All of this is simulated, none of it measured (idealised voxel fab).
Title: Process Module voxel gate over fins
Displayed cross-section: cut, width of 160 nm, square cells sized 5 nm.
Reading order for cross-sections: top band down to bottom band. Underlying form: a grid of square cells. Band size: one or more rows of cells.
Band: top and bottom heights (nm) first, top before bottom; then materials from left to right, widths in nm. "all across" marks a sole material filling the band edge to edge. "air" denotes empty space.
Where do heights start? At 0: under that level the wafer as delivered is made of one material only. And the lowest band has no floor; it just carries on downward, as in "0 nm and below".
Think of "30 to 40" as a width that walks from the first number to the second as you go down the band, top row to bottom row, taking equal-sized steps from row to row.
A step reported as "no alterations made" is a step in which no cell of the cross-section changed.
Entry "Closed cavities" = empty spaces >= 8 cells with no open way to the top; each as width x height at distance, distance from left edge, all nm.
Formally, on a step line, whatever follows the settings is a remark that the simulator itself makes on the step.
Among the settings permitted on a step's line is "overlay nm"; applied to a step with a mask, it specifies the extent to which the mask lay to the right of its planned position, whereas a negative figure signifies a position to the left.
## Intended process steps
1 RECEIVE | material Si
2 CONFORMAL_DEP | material SiN | thk nm 10
3 MASKED_ETCH | tone cover | mask id FINS | width nm 15 | pitch nm 60 | etch materials SiN | depth nm 10 | overlay nm 0
4 MASKED_ETCH | tone cover | mask id FINS | width nm 15 | pitch nm 60 | etch materials Si | depth nm 35 | overlay nm 0
5 OXIDIZE | depth nm 5
6 FILL_DEP | material SiO2 | thk nm 15
7 CMP | height nm 10
8 MASKED_ETCH | tone open | mask id RAIL | width nm 15 | etch materials SiO2 | depth nm 40 | overlay nm 0
9 CONFORMAL_DEP | material TiN | thk nm 5
10 FILL_DEP | material Ru | thk nm 5
11 CMP | height nm 10
12 SELECTIVE_ETCH | etch materials W Ru TiN | depth nm 25
13 FILL_DEP | material SiO2 | thk nm 5
14 CMP | height nm 10
15 SELECTIVE_ETCH | etch materials SiO2 | depth nm 20
16 STRIP | etch materials SiN
17 CONFORMAL_DEP | material HfO2 | thk nm 5
18 CONFORMAL_DEP | material TiN | thk nm 5
19 CONFORMAL_DEP | material TiAl | thk nm 5
20 CONFORMAL_DEP | material TiN | thk nm 5
21 FILL_DEP | material W | thk nm 10
22 CMP | height nm 25
23 CONFORMAL_DEP | material SiN | thk nm 10
## As received (post step 1): cross-section
> 0 nm and below = Si all across
> Closed cavities: none
## Post-module cross-section: identical start and plan to those above, one misstep in execution
> 35 nm to 25 nm = SiN all across
> 25 nm to 20 nm = W all across
> 20 nm to 10 nm = W=25, then TiN=45, then W=15, then TiN=45, then W=30
> 10 nm to 5 nm = TiN=35, then TiAl=25, then TiN=35, then TiAl=25, then TiN=40
> 5 nm to 0 nm = TiN=35, then TiAl=5, then HfO2=15, then TiAl=5, then TiN=35, then TiAl=5, then HfO2=15, then TiAl=5, then TiN=40
> 0 nm to -5 nm = TiAl=40, then HfO2=5, then Si=5, then HfO2=5, then TiAl=45, then HfO2=5, then Si=5, then HfO2=5, then TiAl=45
> -5 nm to -10 nm = HfO2=45, then Si=5, then HfO2=55, then Si=5, then HfO2=50
> -10 nm to -15 nm = SiO2=45, then Si=5, then SiO2=55, then Si=5, then SiO2=50
> -15 nm to -25 nm = SiO2=45, then Si=5, then SiO2=20, then TiN=5, then Ru=5, then TiN=5, then SiO2=20, then Si=5, then SiO2=50
> -25 nm to -30 nm = SiO2=45, then Si=5, then SiO2=20, then TiN=15, then SiO2=20, then Si=5, then SiO2=50
> -30 nm to -40 nm = SiO2=45, then Si=5, then SiO2=55, then Si=5, then SiO2=50
> -40 nm and below = Si all across
> Closed cavities: none
Run error: plan vs actual: 18 and 19 interchanged
